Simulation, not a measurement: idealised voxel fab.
This is a process module. Its name is voxel capacitor over wiring.
The width of the displayed cross-section, cut, is 180 nm; its cells are square, with a size of 5 nm.
A cross-section in this document is a grid of square cells, and it is written down as bands, the top band listed before the ones below it; a band is made up of one or more rows of cells. Top, bottom (nm), then materials left to right with widths (nm); lone material tagged "full width" fills the whole band edge to edge; "air" = empty space. Zero point of the height axis is 0; under it, received wafer = one material. Lowest band: continues down indefinitely, "0..down". When a width is written as two numbers, as in "30 to 40", the first number is the width in the top row of cells of the band and the second is the width in its bottom row, and the width changes by the same amount from each row to the next. Step note "no change" = no cross-section cell changed. "Unvented voids" enumerates empty spaces isolated from the top, with no open way to it, that contain at least 8 cells, giving each as width x height at distance from the left edge, all three in nm. Post-settings text on a step line: simulator's own remark regarding the step. A step line may carry the setting "overlay nm", which, for steps involving a mask, states the distance by which the mask lay to the right of its intended position; negative values denote displacement to the left.

The planned process steps are enumerated hereunder:
step 1: RECEIVE,material Si
step 2: CONFORMAL_DEP,material SiO2,thk nm 15
step 3: DIRECTIONAL_DEP,material TiN,thk nm 5
step 4: DIRECTIONAL_DEP,material Ru,thk nm 20
step 5: PATTERN,tone cover,mask id METAL_1,material resist,width nm 25,pitch nm 95,thk nm 20,overlay nm 0
step 6: DIRECTIONAL_ETCH,etch materials Ru,depth nm 20
step 7: DIRECTIONAL_ETCH,etch materials TiN,depth nm 5
step 8: STRIP,etch materials resist
step 9: CONFORMAL_DEP,material SiCN,thk nm 5
step 10: FILL_DEP,material lowk,thk nm 5
step 11: CMP,height nm 40
step 12: CONFORMAL_DEP,material SiCN,thk nm 5
step 13: DIRECTIONAL_DEP,material SiO2,thk nm 10
step 14: DIRECTIONAL_DEP,material aC,thk nm 15
step 15: PATTERN,tone open,mask id PLUG_1,material resist,width nm 15,thk nm 35,overlay nm 0
step 16: DIRECTIONAL_ETCH,etch materials aC,depth nm 15
step 17: STRIP,etch materials resist
step 18: DIRECTIONAL_ETCH,etch materials SiO2,depth nm 10
step 19: DIRECTIONAL_ETCH,etch materials SiCN,depth nm 5
step 20: STRIP,etch materials aC
step 21: EPI,material Ru,thk nm 10
step 22: EPI,material Ru,thk nm 5
step 23: DIRECTIONAL_DEP,material TiN,thk nm 5
step 24: DIRECTIONAL_DEP,material HfO2,thk nm 5
step 25: DIRECTIONAL_DEP,material TiN,thk nm 5
step 26: DIRECTIONAL_DEP,material aC,thk nm 15
step 27: PATTERN,tone cover,mask id UPPER_PLATE,material resist,width nm 75,thk nm 30,overlay nm 0
step 28: DIRECTIONAL_ETCH,etch materials aC,depth nm 15
step 29: STRIP,etch materials resist
step 30: DIRECTIONAL_ETCH,etch materials TiN,depth nm 5
step 31: DIRECTIONAL_ETCH,etch materials HfO2,depth nm 5
step 32: STRIP,etch materials aC
step 33: DIRECTIONAL_DEP,material aC,thk nm 15
step 34: PATTERN,tone cover,mask id LOWER_PLATE,material resist,width nm 85,thk nm 35,overlay nm 0
step 35: DIRECTIONAL_ETCH,etch materials aC,depth nm 15
step 36: STRIP,etch materials resist
step 37: DIRECTIONAL_ETCH,etch materials TiN,depth nm 5
step 38: STRIP,etch materials aC
step 39: FILL_DEP,material SiO2,thk nm 15
step 40: CMP,height nm 80
step 41: DIRECTIONAL_DEP,material aC,thk nm 10
step 42: PATTERN,tone open,mask id PLUG_2,material resist,width nm 15,thk nm 30,overlay nm 0
step 43: DIRECTIONAL_ETCH,etch materials aC,depth nm 10
step 44: STRIP,etch materials resist
step 45: DIRECTIONAL_ETCH,etch materials SiO2,depth nm 10
step 46: STRIP,etch materials aC
step 47: CONFORMAL_DEP,material TiN,thk nm 5
step 48: FILL_DEP,material W,thk nm 10
step 49: CMP,height nm 80
step 50: CONFORMAL_DEP,material SiCN,thk nm 5

What follows covers the first of two wafers; it ran as planned:

as received, after step 1:
> 0..down: Si full width
> Unvented voids: none

Cross-section of the wafer subsequent to step 2:
> 15..0: SiO2 full width
> At heights below 0, the structure remains unaltered.

Cross-section of the wafer subsequent to step 3:
> 20..15: TiN full width
> At heights below 15, the structure remains unaltered.

Cross-section of the wafer subsequent to step 4:
> 40..20: Ru full width
> At heights below 20, the structure remains unaltered.

Cross-section of the wafer subsequent to step 5:
> 60..40: 30 air / 25 resist / 70 air / 25 resist / 30 air
> At heights below 40, the structure remains unaltered.

Cross-section of the wafer subsequent to step 6:
> 60..40: 30 air / 25 resist / 70 air / 25 resist / 30 air
> 40..20: 30 air / 25 Ru / 70 air / 25 Ru / 30 air
> At heights below 20, the structure remains unaltered.

Cross-section of the wafer subsequent to step 7:
> 60..40: 30 air / 25 resist / 70 air / 25 resist / 30 air
> 40..20: 30 air / 25 Ru / 70 air / 25 Ru / 30 air
> 20..15: 30 air / 25 TiN / 70 air / 25 TiN / 30 air
> At heights below 15, the structure remains unaltered.

Cross-section of the wafer subsequent to step 8:
> 40..20: 30 air / 25 Ru / 70 air / 25 Ru / 30 air
> At heights below 20, the structure remains unaltered.

Cross-section of the wafer subsequent to step 9:
> 45..40: 25 air / 35 SiCN / 60 air / 35 SiCN / 25 air
> 40..20: 25 air / 5 SiCN / 25 Ru / 5 SiCN / 60 air / 5 SiCN / 25 Ru / 5 SiCN / 25 air
> 20..15: 30 SiCN / 25 TiN / 70 SiCN / 25 TiN / 30 SiCN
> At heights below 15, the structure remains unaltered.

Cross-section of the wafer subsequent to step 10:
> 50..45: lowk full width
> 45..40: 25 lowk / 35 SiCN / 60 lowk / 35 SiCN / 25 lowk
> 40..20: 25 lowk / 5 SiCN / 25 Ru / 5 SiCN / 60 lowk / 5 SiCN / 25 Ru / 5 SiCN / 25 lowk
> At heights below 20, the structure remains unaltered.

Cross-section of the wafer subsequent to step 11:
> 40..20: 25 lowk / 5 SiCN / 25 Ru / 5 SiCN / 60 lowk / 5 SiCN / 25 Ru / 5 SiCN / 25 lowk
> At heights below 20, the structure remains unaltered.

Cross-section of the wafer subsequent to step 12:
> 45..40: SiCN full width
> At heights below 40, the structure remains unaltered.

Cross-section of the wafer subsequent to step 13:
> 55..45: SiO2 full width
> At heights below 45, the structure remains unaltered.

Cross-section of the wafer subsequent to step 14:
> 70..55: aC full width
> At heights below 55, the structure remains unaltered.

Cross-section of the wafer subsequent to step 15:
> 105..70: 40 resist / 15 air / 125 resist
> At heights below 70, the structure remains unaltered.

Cross-section of the wafer subsequent to step 16:
> 90..70: 40 resist / 15 air / 125 resist
> 70..55: 40 aC / 15 air / 125 aC
> At heights below 55, the structure remains unaltered.

Cross-section of the wafer subsequent to step 17:
> 70..55: 40 aC / 15 air / 125 aC
> At heights below 55, the structure remains unaltered.

Cross-section of the wafer subsequent to step 18:
> 70..55: 40 aC / 15 air / 125 aC
> 55..45: 40 SiO2 / 15 air / 125 SiO2
> At heights below 45, the structure remains unaltered.

Cross-section of the wafer subsequent to step 19:
> 70..55: 40 aC / 15 air / 125 aC
> 55..45: 40 SiO2 / 15 air / 125 SiO2
> 45..40: 40 SiCN / 15 air / 125 SiCN
> At heights below 40, the structure remains unaltered.

Cross-section of the wafer subsequent to step 20:
> 55..45: 40 SiO2 / 15 air / 125 SiO2
> At heights below 45, the structure remains unaltered.

Cross-section of the wafer subsequent to step 21:
> 55..50: 40 SiO2 / 15 air / 125 SiO2
> 50..45: 40 SiO2 / 15 Ru / 125 SiO2
> 45..40: 40 SiCN / 15 Ru / 125 SiCN
> At heights below 40, the structure remains unaltered.

Cross-section of the wafer subsequent to step 22:
> 55..45: 40 SiO2 / 15 Ru / 125 SiO2
> At heights below 45, the structure remains unaltered.

Cross-section of the wafer subsequent to step 23:
> 60..55: TiN full width
> At heights below 55, the structure remains unaltered.

Cross-section of the wafer subsequent to step 24:
> 65..60: HfO2 full width
> At heights below 60, the structure remains unaltered.

Cross-section of the wafer subsequent to step 25:
> 70..65: TiN full width
> At heights below 65, the structure remains unaltered.

Cross-section of the wafer subsequent to step 26:
> 85..70: aC full width
> At heights below 70, the structure remains unaltered.

Cross-section of the wafer subsequent to step 27:
> 115..85: 40 air / 75 resist / 65 air
> At heights below 85, the structure remains unaltered.

Cross-section of the wafer subsequent to step 28:
> 100..85: 40 air / 75 resist / 65 air
> 85..70: 40 air / 75 aC / 65 air
> At heights below 70, the structure remains unaltered.

Cross-section of the wafer subsequent to step 29:
> 85..70: 40 air / 75 aC / 65 air
> At heights below 70, the structure remains unaltered.

Cross-section of the wafer subsequent to step 30:
> 85..70: 40 air / 75 aC / 65 air
> 70..65: 40 air / 75 TiN / 65 air
> At heights below 65, the structure remains unaltered.

Cross-section of the wafer subsequent to step 31:
> 85..70: 40 air / 75 aC / 65 air
> 70..65: 40 air / 75 TiN / 65 air
> 65..60: 40 air / 75 HfO2 / 65 air
> At heights below 60, the structure remains unaltered.

Cross-section of the wafer subsequent to step 32:
> 70..65: 40 air / 75 TiN / 65 air
> At heights below 65, the structure remains unaltered.

Cross-section of the wafer subsequent to step 33:
> 85..75: 40 air / 75 aC / 65 air
> 75..70: aC full width
> 70..65: 40 aC / 75 TiN / 65 aC
> 65..60: 40 aC / 75 HfO2 / 65 aC
> At heights below 60, the structure remains unaltered.

Cross-section of the wafer subsequent to step 34:
> 120..85: 35 air / 85 resist / 60 air
> 85..75: 35 air / 5 resist / 75 aC / 5 resist / 60 air
> At heights below 75, the structure remains unaltered.

Cross-section of the wafer subsequent to step 35:
> 105..85: 35 air / 85 resist / 60 air
> 85..75: 35 air / 5 resist / 75 aC / 5 resist / 60 air
> 75..70: 35 air / 85 aC / 60 air
> 70..65: 35 air / 5 aC / 75 TiN / 5 aC / 60 air
> 65..60: 35 air / 5 aC / 75 HfO2 / 5 aC / 60 air
> At heights below 60, the structure remains unaltered.

Cross-section of the wafer subsequent to step 36:
> 85..75: 40 air / 75 aC / 65 air
> At heights below 75, the structure remains unaltered.

Cross-section of the wafer subsequent to step 37:
> 85..75: 40 air / 75 aC / 65 air
> 75..70: 35 air / 85 aC / 60 air
> 70..65: 35 air / 5 aC / 75 TiN / 5 aC / 60 air
> 65..60: 35 air / 5 aC / 75 HfO2 / 5 aC / 60 air
> 60..55: 35 air / 85 TiN / 60 air
> At heights below 55, the structure remains unaltered.

Cross-section of the wafer subsequent to step 38:
> 70..65: 40 air / 75 TiN / 65 air
> 65..60: 40 air / 75 HfO2 / 65 air
> At heights below 60, the structure remains unaltered.

Cross-section of the wafer subsequent to step 39:
> 85..70: SiO2 full width
> 70..65: 40 SiO2 / 75 TiN / 65 SiO2
> 65..60: 40 SiO2 / 75 HfO2 / 65 SiO2
> 60..55: 35 SiO2 / 85 TiN / 60 SiO2
> At heights below 55, the structure remains unaltered.

Cross-section of the wafer subsequent to step 40:
> 80..70: SiO2 full width
> At heights below 70, the structure remains unaltered.

Cross-section of the wafer subsequent to step 41:
> 90..80: aC full width
> At heights below 80, the structure remains unaltered.

Cross-section of the wafer subsequent to step 42:
> 120..90: 50 resist / 15 air / 115 resist
> At heights below 90, the structure remains unaltered.

Cross-section of the wafer subsequent to step 43:
> 110..90: 50 resist / 15 air / 115 resist
> 90..80: 50 aC / 15 air / 115 aC
> At heights below 80, the structure remains unaltered.

Cross-section of the wafer subsequent to step 44:
> 90..80: 50 aC / 15 air / 115 aC
> At heights below 80, the structure remains unaltered.

Cross-section of the wafer subsequent to step 45:
> 90..80: 50 aC / 15 air / 115 aC
> 80..70: 50 SiO2 / 15 air / 115 SiO2
> At heights below 70, the structure remains unaltered.

Cross-section of the wafer subsequent to step 46:
> 80..70: 50 SiO2 / 15 air / 115 SiO2
> At heights below 70, the structure remains unaltered.

Cross-section of the wafer subsequent to step 47:
> 85..80: 55 TiN / 5 air / 120 TiN
> 80..75: 50 SiO2 / 5 TiN / 5 air / 5 TiN / 115 SiO2
> 75..65: 50 to 40 SiO2 / 15 to 75 TiN / 115 to 65 SiO2
> At heights below 65, the structure remains unaltered.

Cross-section of the wafer subsequent to step 48:
> 95..85: W full width
> 85..80: 55 TiN / 5 W / 120 TiN
> 80..75: 50 SiO2 / 5 TiN / 5 W / 5 TiN / 115 SiO2
> At heights below 75, the structure remains unaltered.

Cross-section of the wafer subsequent to step 49:
> 80..75: 50 SiO2 / 5 TiN / 5 W / 5 TiN / 115 SiO2
> At heights below 75, the structure remains unaltered.

Cross-section of the wafer subsequent to step 50:
> 85..80: SiCN full width
> At heights below 80, the structure remains unaltered.

Second wafer: same start and same plan as the first, one execution error; identical to the first through step 4:

Cross-sectional view of the second wafer at the intended end time of process step 5:
> 60..40: 35 air / 15 resist / 80 air / 15 resist / 35 air
> At heights below 40, the structure remains unaltered.

Cross-sectional view of the second wafer at the intended end time of process step 6:
> 60..40: 35 air / 15 resist / 80 air / 15 resist / 35 air
> 40..20: 35 air / 15 Ru / 80 air / 15 Ru / 35 air
> At heights below 20, the structure remains unaltered.

Cross-sectional view of the second wafer at the intended end time of process step 7:
> 60..40: 35 air / 15 resist / 80 air / 15 resist / 35 air
> 40..20: 35 air / 15 Ru / 80 air / 15 Ru / 35 air
> 20..15: 35 air / 15 TiN / 80 air / 15 TiN / 35 air
> At heights below 15, the structure remains unaltered.

Cross-sectional view of the second wafer at the intended end time of process step 8:
> 40..20: 35 air / 15 Ru / 80 air / 15 Ru / 35 air
> At heights below 20, the structure remains unaltered.

Cross-sectional view of the second wafer at the intended end time of process step 9:
> 45..40: 30 air / 25 SiCN / 70 air / 25 SiCN / 30 air
> 40..20: 30 air / 5 SiCN / 15 Ru / 5 SiCN / 70 air / 5 SiCN / 15 Ru / 5 SiCN / 30 air
> 20..15: 35 SiCN / 15 TiN / 80 SiCN / 15 TiN / 35 SiCN
> At heights below 15, the structure remains unaltered.

Cross-sectional view of the second wafer at the intended end time of process step 10:
> 50..45: lowk full width
> 45..40: 30 lowk / 25 SiCN / 70 lowk / 25 SiCN / 30 lowk
> 40..20: 30 lowk / 5 SiCN / 15 Ru / 5 SiCN / 70 lowk / 5 SiCN / 15 Ru / 5 SiCN / 30 lowk
> At heights below 20, the structure remains unaltered.

Cross-sectional view of the second wafer at the intended end time of process step 11:
> 40..20: 30 lowk / 5 SiCN / 15 Ru / 5 SiCN / 70 lowk / 5 SiCN / 15 Ru / 5 SiCN / 30 lowk
> At heights below 20, the structure remains unaltered.

Cross-sectional view of the second wafer at the intended end time of process step 12:
> 45..40: SiCN full width
> At heights below 40, the structure remains unaltered.

Cross-sectional view of the second wafer at the intended end time of process step 13:
> 55..45: SiO2 full width
> At heights below 45, the structure remains unaltered.

Cross-sectional view of the second wafer at the intended end time of process step 14:
> 70..55: aC full width
> At heights below 55, the structure remains unaltered.

Cross-sectional view of the second wafer at the intended end time of process step 15:
> 105..70: 40 resist / 15 air / 125 resist
> At heights below 70, the structure remains unaltered.

Cross-sectional view of the second wafer at the intended end time of process step 16:
> 90..70: 40 resist / 15 air / 125 resist
> 70..55: 40 aC / 15 air / 125 aC
> At heights below 55, the structure remains unaltered.

Cross-sectional view of the second wafer at the intended end time of process step 17:
> 70..55: 40 aC / 15 air / 125 aC
> At heights below 55, the structure remains unaltered.

Cross-sectional view of the second wafer at the intended end time of process step 18:
> 70..55: 40 aC / 15 air / 125 aC
> 55..45: 40 SiO2 / 15 air / 125 SiO2
> At heights below 45, the structure remains unaltered.

Cross-sectional view of the second wafer at the intended end time of process step 19:
> 70..55: 40 aC / 15 air / 125 aC
> 55..45: 40 SiO2 / 15 air / 125 SiO2
> 45..40: 40 SiCN / 15 air / 125 SiCN
> At heights below 40, the structure remains unaltered.

Cross-sectional view of the second wafer at the intended end time of process step 20:
> 55..45: 40 SiO2 / 15 air / 125 SiO2
> At heights below 45, the structure remains unaltered.

Cross-sectional view of the second wafer at the intended end time of process step 21:
> 55..50: 40 SiO2 / 15 air / 125 SiO2
> 50..45: 40 SiO2 / 15 Ru / 125 SiO2
> 45..40: 40 SiCN / 15 Ru / 125 SiCN
> At heights below 40, the structure remains unaltered.

Cross-sectional view of the second wafer at the intended end time of process step 22:
> 55..45: 40 SiO2 / 15 Ru / 125 SiO2
> At heights below 45, the structure remains unaltered.

Cross-sectional view of the second wafer at the intended end time of process step 23:
> 60..55: TiN full width
> At heights below 55, the structure remains unaltered.

Cross-sectional view of the second wafer at the intended end time of process step 24:
> 65..60: HfO2 full width
> At heights below 60, the structure remains unaltered.

Cross-sectional view of the second wafer at the intended end time of process step 25:
> 70..65: TiN full width
> At heights below 65, the structure remains unaltered.

Cross-sectional view of the second wafer at the intended end time of process step 26:
> 85..70: aC full width
> At heights below 70, the structure remains unaltered.

Cross-sectional view of the second wafer at the intended end time of process step 27:
> 115..85: 40 air / 75 resist / 65 air
> At heights below 85, the structure remains unaltered.

Cross-sectional view of the second wafer at the intended end time of process step 28:
> 100..85: 40 air / 75 resist / 65 air
> 85..70: 40 air / 75 aC / 65 air
> At heights below 70, the structure remains unaltered.

Cross-sectional view of the second wafer at the intended end time of process step 29:
> 85..70: 40 air / 75 aC / 65 air
> At heights below 70, the structure remains unaltered.

Cross-sectional view of the second wafer at the intended end time of process step 30:
> 85..70: 40 air / 75 aC / 65 air
> 70..65: 40 air / 75 TiN / 65 air
> At heights below 65, the structure remains unaltered.

Cross-sectional view of the second wafer at the intended end time of process step 31:
> 85..70: 40 air / 75 aC / 65 air
> 70..65: 40 air / 75 TiN / 65 air
> 65..60: 40 air / 75 HfO2 / 65 air
> At heights below 60, the structure remains unaltered.

Cross-sectional view of the second wafer at the intended end time of process step 32:
> 70..65: 40 air / 75 TiN / 65 air
> At heights below 65, the structure remains unaltered.

Cross-sectional view of the second wafer at the intended end time of process step 33:
> 85..75: 40 air / 75 aC / 65 air
> 75..70: aC full width
> 70..65: 40 aC / 75 TiN / 65 aC
> 65..60: 40 aC / 75 HfO2 / 65 aC
> At heights below 60, the structure remains unaltered.

Cross-sectional view of the second wafer at the intended end time of process step 34:
> 120..85: 35 air / 85 resist / 60 air
> 85..75: 35 air / 5 resist / 75 aC / 5 resist / 60 air
> At heights below 75, the structure remains unaltered.

Cross-sectional view of the second wafer at the intended end time of process step 35:
> 105..85: 35 air / 85 resist / 60 air
> 85..75: 35 air / 5 resist / 75 aC / 5 resist / 60 air
> 75..70: 35 air / 85 aC / 60 air
> 70..65: 35 air / 5 aC / 75 TiN / 5 aC / 60 air
> 65..60: 35 air / 5 aC / 75 HfO2 / 5 aC / 60 air
> At heights below 60, the structure remains unaltered.

Cross-sectional view of the second wafer at the intended end time of process step 36:
> 85..75: 40 air / 75 aC / 65 air
> At heights below 75, the structure remains unaltered.

Cross-sectional view of the second wafer at the intended end time of process step 37:
> 85..75: 40 air / 75 aC / 65 air
> 75..70: 35 air / 85 aC / 60 air
> 70..65: 35 air / 5 aC / 75 TiN / 5 aC / 60 air
> 65..60: 35 air / 5 aC / 75 HfO2 / 5 aC / 60 air
> 60..55: 35 air / 85 TiN / 60 air
> At heights below 55, the structure remains unaltered.

Cross-sectional view of the second wafer at the intended end time of process step 38:
> 70..65: 40 air / 75 TiN / 65 air
> 65..60: 40 air / 75 HfO2 / 65 air
> At heights below 60, the structure remains unaltered.

Cross-sectional view of the second wafer at the intended end time of process step 39:
> 85..70: SiO2 full width
> 70..65: 40 SiO2 / 75 TiN / 65 SiO2
> 65..60: 40 SiO2 / 75 HfO2 / 65 SiO2
> 60..55: 35 SiO2 / 85 TiN / 60 SiO2
> At heights below 55, the structure remains unaltered.

Cross-sectional view of the second wafer at the intended end time of process step 40:
> 80..70: SiO2 full width
> At heights below 70, the structure remains unaltered.

Cross-sectional view of the second wafer at the intended end time of process step 41:
> 90..80: aC full width
> At heights below 80, the structure remains unaltered.

Cross-sectional view of the second wafer at the intended end time of process step 42:
> 120..90: 50 resist / 15 air / 115 resist
> At heights below 90, the structure remains unaltered.

Cross-sectional view of the second wafer at the intended end time of process step 43:
> 110..90: 50 resist / 15 air / 115 resist
> 90..80: 50 aC / 15 air / 115 aC
> At heights below 80, the structure remains unaltered.

Cross-sectional view of the second wafer at the intended end time of process step 44:
> 90..80: 50 aC / 15 air / 115 aC
> At heights below 80, the structure remains unaltered.

Cross-sectional view of the second wafer at the intended end time of process step 45:
> 90..80: 50 aC / 15 air / 115 aC
> 80..70: 50 SiO2 / 15 air / 115 SiO2
> At heights below 70, the structure remains unaltered.

Cross-sectional view of the second wafer at the intended end time of process step 46:
> 80..70: 50 SiO2 / 15 air / 115 SiO2
> At heights below 70, the structure remains unaltered.

Cross-sectional view of the second wafer at the intended end time of process step 47:
> 85..80: 55 TiN / 5 air / 120 TiN
> 80..75: 50 SiO2 / 5 TiN / 5 air / 5 TiN / 115 SiO2
> 75..65: 50 to 40 SiO2 / 15 to 75 TiN / 115 to 65 SiO2
> At heights below 65, the structure remains unaltered.

Cross-sectional view of the second wafer at the intended end time of process step 48:
> 95..85: W full width
> 85..80: 55 TiN / 5 W / 120 TiN
> 80..75: 50 SiO2 / 5 TiN / 5 W / 5 TiN / 115 SiO2
> At heights below 75, the structure remains unaltered.

Cross-sectional view of the second wafer at the intended end time of process step 49:
> 80..75: 50 SiO2 / 5 TiN / 5 W / 5 TiN / 115 SiO2
> At heights below 75, the structure remains unaltered.

Cross-sectional view of the second wafer at the intended end time of process step 50:
> 85..80: SiCN full width
> At heights below 80, the structure remains unaltered.
Deviation noted in wafer processing: step 5 was run on a setting that differed from the plan, and what really ran there is PATTERN,tone cover,mask id METAL_1,material resist,width nm 15,pitch nm 95,thk nm 20,overlay nm 0
Counted in cells at the end, the second wafer holds more or fewer of these materials than the first: 16 fewer of Ru, 4 more of SiCN, 4 fewer of TiN, 16 more of lowk
